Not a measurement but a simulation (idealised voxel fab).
process module | voxel local oxidation
cross-section cut | 165 nm wide | cells 5 nm
A cross-section is a grid of square cells, given in bands from the top down. A band is one or more rows of cells.
Each band's line starts with the height of the band's top and of its bottom, in nm. Then come its materials from left to right, each with its width in nm. One material with "throughout" fills the band from edge to edge. "air" is empty space.
Height 0 is the level under which the wafer as received is all one material. The lowest band goes on downwards, as in "0 down".
A width such as "30 to 40" changes by the same amount from each row of cells to the next, from the band's top row to its bottom row.
"no change" after a step means that no cell of the cross-section changed.
closed voids: empty space of 8 cells or more with no open way to the top, each as width x height at its distance from the left edge, in nm
after a step's settings: what the simulator itself notes on the step
overlay nm, on a step with a mask: how far to the right of its planned place the mask lay; to the left if negative
plan
1 op RECEIVE | material Si
2 op OXIDIZE | depth nm 5
3 op CONFORMAL_DEP | material SiN | thk nm 15
4 op PATTERN | tone cover | mask id ACTIVE | material resist | width nm 105 | thk nm 15 | overlay nm 0
5 op DIRECTIONAL_ETCH | etch materials SiN | depth nm 15
6 op STRIP | etch materials resist
7 op SELECTIVE_ETCH | etch materials SiO2 | depth nm 5
8 op OXIDIZE | depth nm 15
9 op STRIP | etch materials SiN
as received, after step 1
  0 down: Si throughout
  closed voids: none
a wafer at the end: this start, this plan, one mistake
  15 to 0: air 30 | SiN 105 | air 30
  0 to -5: air 35 | SiO2 95 | air 35
  -5 to -20: SiO2 50 | Si 65 | SiO2 50
  -20 down: Si throughout
  closed voids: none
what went wrong: step 9 was left out
